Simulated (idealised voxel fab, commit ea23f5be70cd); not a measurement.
Process module under the name voxel self aligned vias
Each square cell in cross-section cut measures 5 nm, and the section as a whole is 200 nm wide.
Throughout this document, each cross-section is represented as a grid of square cells and is presented as a sequence of bands enumerated from the top downward, where a band comprises one or more rows of cells.
Basically the band line says how high the top is and how high the bottom is, in nm, and then what's in it from left to right, every material with its width in nm. Empty space shows up as "empty", and if a single material carries "everywhere" it runs the full band edge to edge.
Basically, 0 is our baseline, since under it the wafer straight out of the box is all one material. The bottom band has no lower end and keeps on going down, so it looks like "0 nm and below".
Width spec "30 to 40" -> top row of cells at first value, bottom row at second value, equal per-row change in between.
Step note "no alterations made" = no cross-section cell changed.
The entry titled "Sealed internal voids" provides the empty spaces that have no open way to the top, restricted to those of 8 cells or more. Each is presented as width x height at distance, the distance being measured from the left edge, with all three in nm.
On a step's line, text after the settings is the simulator commenting on that step.
Each step line may optionally specify "overlay nm", which for a step with a mask gives the rightward distance between the mask's planned place and where it lay, a negative value indicating the leftward direction.

LISTED BELOW ARE THE PROCESS STEPS AS PLANNED
1 RECEIVE (material Si)
2 CONFORMAL_DEP (material SiO2; thk nm 10)
3 CONFORMAL_DEP (material SiCN; thk nm 5)
4 DIRECTIONAL_DEP (material SiO2; thk nm 30)
5 PATTERN (tone open; mask id LINES; material resist; width nm 30; pitch nm 70; thk nm 15; overlay nm 0)
6 DIRECTIONAL_ETCH (etch materials SiO2; depth nm 30)
7 STRIP (etch materials resist)
8 CONFORMAL_DEP (material TiN; thk nm 5)
9 FILL_DEP (material Ru; thk nm 10)
10 CMP (height nm 45)
11 SELECTIVE_ETCH (etch materials W Ru TiN; depth nm 5)
12 FILL_DEP (material SiN; thk nm 5)
13 CMP (height nm 45)
14 DIRECTIONAL_DEP (material SiO2; thk nm 20)
15 PATTERN (tone open; mask id VIAS; material resist; width nm 50; pitch nm 70; thk nm 15; overlay nm 0)
16 DIRECTIONAL_ETCH (etch materials SiO2; depth nm 20)
17 DIRECTIONAL_ETCH (etch materials SiN; depth nm 5)
18 STRIP (etch materials resist)
19 CONFORMAL_DEP (material TiN; thk nm 5)
20 FILL_DEP (material W; thk nm 5)
21 CMP (height nm 65)
22 CONFORMAL_DEP (material SiCN; thk nm 5)

FIRST WAFER OUT OF TWO, PROCESSED AS PLANNED

AS-RECEIVED WAFER CROSS-SECTION (AFTER STEP 1)
	0 nm and below = Si everywhere
	Sealed internal voids: none

AFTER STEP 2, IN CROSS-SECTION
	10 nm to 0 nm = SiO2 everywhere
	Under the height 0 nothing was changed.

AFTER STEP 3, IN CROSS-SECTION
	15 nm to 10 nm = SiCN everywhere
	Under the height 10 nothing was changed.

AFTER STEP 4, IN CROSS-SECTION
	45 nm to 15 nm = SiO2 everywhere
	Under the height 15 nothing was changed.

AFTER STEP 5, IN CROSS-SECTION
	60 nm to 45 nm = 50 of resist, 30 of empty, 40 of resist, 30 of empty, 50 of resist
	Under the height 45 nothing was changed.

AFTER STEP 6, IN CROSS-SECTION
	60 nm to 45 nm = 50 of resist, 30 of empty, 40 of resist, 30 of empty, 50 of resist
	45 nm to 15 nm = 50 of SiO2, 30 of empty, 40 of SiO2, 30 of empty, 50 of SiO2
	Under the height 15 nothing was changed.

AFTER STEP 7, IN CROSS-SECTION
	45 nm to 15 nm = 50 of SiO2, 30 of empty, 40 of SiO2, 30 of empty, 50 of SiO2
	Under the height 15 nothing was changed.

AFTER STEP 8, IN CROSS-SECTION
	50 nm to 45 nm = 55 of TiN, 20 of empty, 50 of TiN, 20 of empty, 55 of TiN
	45 nm to 20 nm = 50 of SiO2, 5 of TiN, 20 of empty, 5 of TiN, 40 of SiO2, 5 of TiN, 20 of empty, 5 of TiN, 50 of SiO2
	20 nm to 15 nm = 50 of SiO2, 30 of TiN, 40 of SiO2, 30 of TiN, 50 of SiO2
	Under the height 15 nothing was changed.

AFTER STEP 9, IN CROSS-SECTION
	60 nm to 50 nm = Ru everywhere
	50 nm to 45 nm = 55 of TiN, 20 of Ru, 50 of TiN, 20 of Ru, 55 of TiN
	45 nm to 20 nm = 50 of SiO2, 5 of TiN, 20 of Ru, 5 of TiN, 40 of SiO2, 5 of TiN, 20 of Ru, 5 of TiN, 50 of SiO2
	Under the height 20 nothing was changed.

AFTER STEP 10, IN CROSS-SECTION
	45 nm to 20 nm = 50 of SiO2, 5 of TiN, 20 of Ru, 5 of TiN, 40 of SiO2, 5 of TiN, 20 of Ru, 5 of TiN, 50 of SiO2
	Under the height 20 nothing was changed.

AFTER STEP 11, IN CROSS-SECTION
	45 nm to 40 nm = 50 of SiO2, 30 of empty, 40 of SiO2, 30 of empty, 50 of SiO2
	Under the height 40 nothing was changed.

AFTER STEP 12, IN CROSS-SECTION
	50 nm to 45 nm = SiN everywhere
	45 nm to 40 nm = 50 of SiO2, 30 of SiN, 40 of SiO2, 30 of SiN, 50 of SiO2
	Under the height 40 nothing was changed.

AFTER STEP 13, IN CROSS-SECTION
	45 nm to 40 nm = 50 of SiO2, 30 of SiN, 40 of SiO2, 30 of SiN, 50 of SiO2
	Under the height 40 nothing was changed.

AFTER STEP 14, IN CROSS-SECTION
	65 nm to 45 nm = SiO2 everywhere
	Under the height 45 nothing was changed.

AFTER STEP 15, IN CROSS-SECTION
	80 nm to 65 nm = 40 of resist, 50 of empty, 20 of resist, 50 of empty, 40 of resist
	Under the height 65 nothing was changed.

AFTER STEP 16, IN CROSS-SECTION
	80 nm to 65 nm = 40 of resist, 50 of empty, 20 of resist, 50 of empty, 40 of resist
	65 nm to 45 nm = 40 of SiO2, 50 of empty, 20 of SiO2, 50 of empty, 40 of SiO2
	Under the height 45 nothing was changed.

AFTER STEP 17, IN CROSS-SECTION
	80 nm to 65 nm = 40 of resist, 50 of empty, 20 of resist, 50 of empty, 40 of resist
	65 nm to 45 nm = 40 of SiO2, 50 of empty, 20 of SiO2, 50 of empty, 40 of SiO2
	45 nm to 40 nm = 50 of SiO2, 30 of empty, 40 of SiO2, 30 of empty, 50 of SiO2
	Under the height 40 nothing was changed.

AFTER STEP 18, IN CROSS-SECTION
	65 nm to 45 nm = 40 of SiO2, 50 of empty, 20 of SiO2, 50 of empty, 40 of SiO2
	Under the height 45 nothing was changed.

AFTER STEP 19, IN CROSS-SECTION
	70 nm to 65 nm = 45 of TiN, 40 of empty, 30 of TiN, 40 of empty, 45 of TiN
	65 nm to 50 nm = 40 of SiO2, 5 of TiN, 40 of empty, 5 of TiN, 20 of SiO2, 5 of TiN, 40 of empty, 5 of TiN, 40 of SiO2
	50 nm to 45 nm = 40 of SiO2, 15 of TiN, 20 of empty, 15 of TiN, 20 of SiO2, 15 of TiN, 20 of empty, 15 of TiN, 40 of SiO2
	45 nm to 40 nm = 50 of SiO2, 30 of TiN, 40 of SiO2, 30 of TiN, 50 of SiO2
	Under the height 40 nothing was changed.

AFTER STEP 20, IN CROSS-SECTION
	75 nm to 70 nm = W everywhere
	70 nm to 65 nm = 45 of TiN, 40 of W, 30 of TiN, 40 of W, 45 of TiN
	65 nm to 50 nm = 40 of SiO2, 5 of TiN, 40 of W, 5 of TiN, 20 of SiO2, 5 of TiN, 40 of W, 5 of TiN, 40 of SiO2
	50 nm to 45 nm = 40 of SiO2, 15 of TiN, 20 of W, 15 of TiN, 20 of SiO2, 15 of TiN, 20 of W, 15 of TiN, 40 of SiO2
	Under the height 45 nothing was changed.

AFTER STEP 21, IN CROSS-SECTION
	65 nm to 50 nm = 40 of SiO2, 5 of TiN, 40 of W, 5 of TiN, 20 of SiO2, 5 of TiN, 40 of W, 5 of TiN, 40 of SiO2
	Under the height 50 nothing was changed.

AFTER STEP 22, IN CROSS-SECTION
	70 nm to 65 nm = SiCN everywhere
	Under the height 65 nothing was changed.

REGARDING THE SECOND OF THE TWO WAFERS: IT SHARED THE FIRST WAFER'S STARTING CONDITION AND PROCESS PLAN, YET ONE ERROR OCCURRED DURING ITS EXECUTION. ITS HISTORY COINCIDES WITH THAT OF THE FIRST WAFER UP TO AND INCLUDING STEP 14

CROSS-SECTION: SECOND WAFER, TIME AT WHICH STEP 15 WAS SCHEDULED TO END
	80 nm to 65 nm = 45 of resist, 50 of empty, 20 of resist, 50 of empty, 35 of resist
	Under the height 65 nothing was changed.

CROSS-SECTION: SECOND WAFER, TIME AT WHICH STEP 16 WAS SCHEDULED TO END
	80 nm to 65 nm = 45 of resist, 50 of empty, 20 of resist, 50 of empty, 35 of resist
	65 nm to 45 nm = 45 of SiO2, 50 of empty, 20 of SiO2, 50 of empty, 35 of SiO2
	Under the height 45 nothing was changed.

CROSS-SECTION: SECOND WAFER, TIME AT WHICH STEP 17 WAS SCHEDULED TO END
	80 nm to 65 nm = 45 of resist, 50 of empty, 20 of resist, 50 of empty, 35 of resist
	65 nm to 45 nm = 45 of SiO2, 50 of empty, 20 of SiO2, 50 of empty, 35 of SiO2
	45 nm to 40 nm = 50 of SiO2, 30 of empty, 40 of SiO2, 30 of empty, 50 of SiO2
	Under the height 40 nothing was changed.

CROSS-SECTION: SECOND WAFER, TIME AT WHICH STEP 18 WAS SCHEDULED TO END
	65 nm to 45 nm = 45 of SiO2, 50 of empty, 20 of SiO2, 50 of empty, 35 of SiO2
	Under the height 45 nothing was changed.

CROSS-SECTION: SECOND WAFER, TIME AT WHICH STEP 19 WAS SCHEDULED TO END
	70 nm to 65 nm = 50 of TiN, 40 of empty, 30 of TiN, 40 of empty, 40 of TiN
	65 nm to 50 nm = 45 of SiO2, 5 of TiN, 40 of empty, 5 of TiN, 20 of SiO2, 5 of TiN, 40 of empty, 5 of TiN, 35 of SiO2
	50 nm to 45 nm = 45 of SiO2, 10 of TiN, 20 of empty, 20 of TiN, 20 of SiO2, 10 of TiN, 20 of empty, 20 of TiN, 35 of SiO2
	45 nm to 40 nm = 50 of SiO2, 30 of TiN, 40 of SiO2, 30 of TiN, 50 of SiO2
	Under the height 40 nothing was changed.

CROSS-SECTION: SECOND WAFER, TIME AT WHICH STEP 20 WAS SCHEDULED TO END
	75 nm to 70 nm = W everywhere
	70 nm to 65 nm = 50 of TiN, 40 of W, 30 of TiN, 40 of W, 40 of TiN
	65 nm to 50 nm = 45 of SiO2, 5 of TiN, 40 of W, 5 of TiN, 20 of SiO2, 5 of TiN, 40 of W, 5 of TiN, 35 of SiO2
	50 nm to 45 nm = 45 of SiO2, 10 of TiN, 20 of W, 20 of TiN, 20 of SiO2, 10 of TiN, 20 of W, 20 of TiN, 35 of SiO2
	Under the height 45 nothing was changed.

CROSS-SECTION: SECOND WAFER, TIME AT WHICH STEP 21 WAS SCHEDULED TO END
	65 nm to 50 nm = 45 of SiO2, 5 of TiN, 40 of W, 5 of TiN, 20 of SiO2, 5 of TiN, 40 of W, 5 of TiN, 35 of SiO2
	Under the height 50 nothing was changed.

CROSS-SECTION: SECOND WAFER, TIME AT WHICH STEP 22 WAS SCHEDULED TO END
	70 nm to 65 nm = SiCN everywhere
	Under the height 65 nothing was changed.
Run error: rather than as planned, step 15 actually ran as PATTERN (tone open; mask id VIAS; material resist; width nm 50; pitch nm 70; thk nm 15; overlay nm 5)
At the close, every material occupies the same number of cells on the second wafer as on the first, only in different positions.
